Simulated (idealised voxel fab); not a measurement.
The following process module bears the name voxel trench capacitor.
FYI the section here is cut, 250 nm wide, cells are 5 nm squares.
Cross-sections here: square-cell grids, written as top-down lists of bands, a band being one or more rows of cells. In this notation a band is specified by the heights of its top and bottom, in that order and in nm, after which its materials appear from left to right, each paired with its width in nm. The word "full width" attached to a single material means that material fills the band from edge to edge; the word "blank" stands for empty space. Note: height 0 marks the level under which the wafer is uniformly one material as received. Lowest band unbounded below, written "0 down". Top row gets the first number, bottom row gets the second, and each row in between changes by the same step: that is how a band width like "30..40" works. "all unchanged", as given for a step, is the statement that not any cell of the cross-section underwent a change during that step. "Sealed voids": sealed empty spaces, 8 cells or more, no open way to top, listed width x height at distance, with distance from the left edge and width, height and distance in nm. Note: text after step settings on the step line = simulator remark on that step. The line of a step may include "overlay nm". On a step with a mask, this value is how far to the right of its planned place the mask lay. A negative value means the mask lay to the left.

Below is the list of planned process steps:
| 1 | op RECEIVE | material Si |
| 2 | op CONFORMAL_DEP | material SiN | thk nm 10 |
| 3 | op DIRECTIONAL_DEP | material aC | thk nm 15 |
| 4 | op PATTERN | tone open | mask id TRENCH | material resist | width nm 25 | pitch nm 50 | thk nm 35 | overlay nm 0 |
| 5 | op DIRECTIONAL_ETCH | etch materials aC | depth nm 15 |
| 6 | op STRIP | etch materials resist |
| 7 | op DIRECTIONAL_ETCH | etch materials SiN | depth nm 10 |
| 8 | op DIRECTIONAL_ETCH | etch materials Si | depth nm 25 |
| 9 | op STRIP | etch materials aC |
| 10 | op CONFORMAL_DEP | material SiO2 | thk nm 5 |
| 11 | op FILL_DEP | material polySi | thk nm 5 |
| 12 | op CMP | height nm 10 |

First out of two wafers; run went to plan:

As received (post step 1): cross-section:
    0 down: Si full width
    Sealed voids: none

Cross-section through the wafer, step 2 finished:
    10 to 0: SiN full width
    Rest of section, below 0: as before.

Cross-section through the wafer, step 3 finished:
    25 to 10: aC full width
    Rest of section, below 10: as before.

Cross-section through the wafer, step 4 finished:
    60 to 25: 85 nm resist; 25 nm blank; 25 nm resist; 25 nm blank; 90 nm resist
    Rest of section, below 25: as before.

Cross-section through the wafer, step 5 finished:
    45 to 25: 85 nm resist; 25 nm blank; 25 nm resist; 25 nm blank; 90 nm resist
    25 to 10: 85 nm aC; 25 nm blank; 25 nm aC; 25 nm blank; 90 nm aC
    Rest of section, below 10: as before.

Cross-section through the wafer, step 6 finished:
    25 to 10: 85 nm aC; 25 nm blank; 25 nm aC; 25 nm blank; 90 nm aC
    Rest of section, below 10: as before.

Cross-section through the wafer, step 7 finished:
    25 to 10: 85 nm aC; 25 nm blank; 25 nm aC; 25 nm blank; 90 nm aC
    10 to 0: 85 nm SiN; 25 nm blank; 25 nm SiN; 25 nm blank; 90 nm SiN
    Rest of section, below 0: as before.

Cross-section through the wafer, step 8 finished:
    25 to 10: 85 nm aC; 25 nm blank; 25 nm aC; 25 nm blank; 90 nm aC
    10 to 0: 85 nm SiN; 25 nm blank; 25 nm SiN; 25 nm blank; 90 nm SiN
    0 to -25: 85 nm Si; 25 nm blank; 25 nm Si; 25 nm blank; 90 nm Si
    Rest of section, below -25: as before.

Cross-section through the wafer, step 9 finished:
    10 to 0: 85 nm SiN; 25 nm blank; 25 nm SiN; 25 nm blank; 90 nm SiN
    Rest of section, below 0: as before.

Cross-section through the wafer, step 10 finished:
    15 to 10: 90 nm SiO2; 15 nm blank; 35 nm SiO2; 15 nm blank; 95 nm SiO2
    10 to 0: 85 nm SiN; 5 nm SiO2; 15 nm blank; 5 nm SiO2; 25 nm SiN; 5 nm SiO2; 15 nm blank; 5 nm SiO2; 90 nm SiN
    0 to -20: 85 nm Si; 5 nm SiO2; 15 nm blank; 5 nm SiO2; 25 nm Si; 5 nm SiO2; 15 nm blank; 5 nm SiO2; 90 nm Si
    -20 to -25: 85 nm Si; 25 nm SiO2; 25 nm Si; 25 nm SiO2; 90 nm Si
    Rest of section, below -25: as before.

Cross-section through the wafer, step 11 finished:
    20 to 15: polySi full width
    15 to 10: 90 nm SiO2; 15 nm polySi; 35 nm SiO2; 15 nm polySi; 95 nm SiO2
    10 to 0: 85 nm SiN; 5 nm SiO2; 15 nm polySi; 5 nm SiO2; 25 nm SiN; 5 nm SiO2; 15 nm polySi; 5 nm SiO2; 90 nm SiN
    0 to -20: 85 nm Si; 5 nm SiO2; 15 nm polySi; 5 nm SiO2; 25 nm Si; 5 nm SiO2; 15 nm polySi; 5 nm SiO2; 90 nm Si
    Rest of section, below -20: as before.

Cross-section through the wafer, step 12 finished:
    10 to 0: 85 nm SiN; 5 nm SiO2; 15 nm polySi; 5 nm SiO2; 25 nm SiN; 5 nm SiO2; 15 nm polySi; 5 nm SiO2; 90 nm SiN
    Rest of section, below 0: as before.

Wafer two. Same start, same plan, one slip in execution. Same as wafer one through step 3, inclusive:

Planned end of step 4: second wafer, cross-section:
    60 to 25: 85 nm blank; 25 nm resist; 25 nm blank; 25 nm resist; 90 nm blank
    Rest of section, below 25: as before.

Planned end of step 5: second wafer, cross-section:
    45 to 25: 85 nm blank; 25 nm resist; 25 nm blank; 25 nm resist; 90 nm blank
    25 to 10: 85 nm blank; 25 nm aC; 25 nm blank; 25 nm aC; 90 nm blank
    Rest of section, below 10: as before.

Planned end of step 6: second wafer, cross-section:
    25 to 10: 85 nm blank; 25 nm aC; 25 nm blank; 25 nm aC; 90 nm blank
    Rest of section, below 10: as before.

Planned end of step 7: second wafer, cross-section:
    25 to 10: 85 nm blank; 25 nm aC; 25 nm blank; 25 nm aC; 90 nm blank
    10 to 0: 85 nm blank; 25 nm SiN; 25 nm blank; 25 nm SiN; 90 nm blank
    Rest of section, below 0: as before.

Planned end of step 8: second wafer, cross-section:
    25 to 10: 85 nm blank; 25 nm aC; 25 nm blank; 25 nm aC; 90 nm blank
    10 to 0: 85 nm blank; 25 nm SiN; 25 nm blank; 25 nm SiN; 90 nm blank
    0 to -25: 85 nm blank; 25 nm Si; 25 nm blank; 25 nm Si; 90 nm blank
    Rest of section, below -25: as before.

Planned end of step 9: second wafer, cross-section:
    10 to 0: 85 nm blank; 25 nm SiN; 25 nm blank; 25 nm SiN; 90 nm blank
    Rest of section, below 0: as before.

Planned end of step 10: second wafer, cross-section:
    15 to 10: 80 nm blank; 35 nm SiO2; 15 nm blank; 35 nm SiO2; 85 nm blank
    10 to 0: 80 nm blank; 5 nm SiO2; 25 nm SiN; 5 nm SiO2; 15 nm blank; 5 nm SiO2; 25 nm SiN; 5 nm SiO2; 85 nm blank
    0 to -20: 80 nm blank; 5 nm SiO2; 25 nm Si; 5 nm SiO2; 15 nm blank; 5 nm SiO2; 25 nm Si; 5 nm SiO2; 85 nm blank
    -20 to -25: 85 nm SiO2; 25 nm Si; 25 nm SiO2; 25 nm Si; 90 nm SiO2
    Rest of section, below -25: as before.

Planned end of step 11: second wafer, cross-section:
    20 to 15: polySi full width
    15 to 10: 80 nm polySi; 35 nm SiO2; 15 nm polySi; 35 nm SiO2; 85 nm polySi
    10 to 0: 80 nm polySi; 5 nm SiO2; 25 nm SiN; 5 nm SiO2; 15 nm polySi; 5 nm SiO2; 25 nm SiN; 5 nm SiO2; 85 nm polySi
    0 to -20: 80 nm polySi; 5 nm SiO2; 25 nm Si; 5 nm SiO2; 15 nm polySi; 5 nm SiO2; 25 nm Si; 5 nm SiO2; 85 nm polySi
    Rest of section, below -20: as before.

Planned end of step 12: second wafer, cross-section:
    10 to 0: 80 nm polySi; 5 nm SiO2; 25 nm SiN; 5 nm SiO2; 15 nm polySi; 5 nm SiO2; 25 nm SiN; 5 nm SiO2; 85 nm polySi
    Rest of section, below 0: as before.
Run error: in deviation from the planned setting, step 4 was conducted as op PATTERN | tone cover | mask id TRENCH | material resist | width nm 25 | pitch nm 50 | thk nm 35 | overlay nm 0
at the end the second wafer has, in cells: 150 fewer of Si, 60 fewer of SiN, 30 more of SiO2, 180 more of polySi
